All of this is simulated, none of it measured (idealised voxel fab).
Process module heading - voxel self aligned vias
Cross-section cut: width 250 nm, square cells of 5 nm.
How to read a cross-section here: the picture is a grid of square cells, written as bands going from the top down, and any band can span one or more rows of cells.
Band: top height; bottom height; in nm. Then, left to right: material with width in nm, for each material. "all across": a single material spanning edge to edge. "empty": empty space.
Ref level 0: as-received wafer is one material below here. Bottom band extends down with no lower bound ("0 and below").
Graded width ("30..40"): value in top row of band = first number; value in bottom row = second number; row-to-row change constant.
Where the words "nothing changed" appear for a step, the cross-section shows no cell changed by that step; every cell remained as before.
In the "Fully enclosed voids" entry, you get each enclosed empty space of 8 cells or more, one with no open way to the top, written width x height at distance, distance from the left edge, in nm.
On each step's line, the part that comes after the settings is the simulator's own comment on the step.
The line of a step may include "overlay nm". On a step with a mask, this value is how far to the right of its planned place the mask lay. A negative value means the mask lay to the left.
Process steps - plan:
1,RECEIVE: material Si
2,CONFORMAL_DEP: material SiO2, thk nm 15
3,CONFORMAL_DEP: material SiCN, thk nm 5
4,DIRECTIONAL_DEP: material lowk, thk nm 25
5,MASKED_ETCH: tone open, mask id LINES, width nm 25, pitch nm 60, etch materials lowk, depth nm 25, overlay nm 0
6,CONFORMAL_DEP: material TiN, thk nm 5
7,FILL_DEP: material W, thk nm 5
8,CMP: height nm 45
9,SELECTIVE_ETCH: etch materials W Ru TiN, depth nm 10
10,FILL_DEP: material SiN, thk nm 5
11,CMP: height nm 45
12,DIRECTIONAL_DEP: material lowk, thk nm 20
13,DIRECTIONAL_DEP: material aC, thk nm 10
14,PATTERN: tone open, mask id VIAS, material resist, width nm 45, pitch nm 60, thk nm 30, overlay nm 0
15,DIRECTIONAL_ETCH: etch materials aC, depth nm 10
16,STRIP: etch materials resist
17,DIRECTIONAL_ETCH: etch materials lowk, depth nm 20
18,DIRECTIONAL_ETCH: etch materials SiN, depth nm 10
19,STRIP: etch materials aC
20,CONFORMAL_DEP: material TiN, thk nm 5
21,FILL_DEP: material Cu, thk nm 10
22,CMP: height nm 65
23,CONFORMAL_DEP: material SiCN, thk nm 5
Cross-section of the wafer as it came to us, i.e., already through step 1:
* 0 and below | Si all across
* Fully enclosed voids: none
Wafer at module end, in section. Began as above, planned as above, run with one mistake:
* 70 down to 65 | SiCN all across
* 65 down to 50 | lowk 70 / TiN 5 / Cu 35 / TiN 5 / lowk 15 / TiN 5 / Cu 35 / TiN 5 / lowk 75
* 50 down to 45 | lowk 70 / TiN 45 / lowk 15 / TiN 45 / lowk 75
* 45 down to 35 | lowk 80 / Cu 25 / lowk 35 / Cu 25 / lowk 85
* 35 down to 25 | lowk 80 / TiN 5 / W 15 / TiN 5 / lowk 35 / TiN 5 / W 15 / TiN 5 / lowk 85
* 25 down to 20 | lowk 80 / TiN 25 / lowk 35 / TiN 25 / lowk 85
* 20 down to 15 | SiCN all across
* 15 down to 0 | SiO2 all across
* 0 and below | Si all across
* Fully enclosed voids: none
So what did we get wrong on this run? step 10 ran as: FILL_DEP: material Cu, thk nm 5
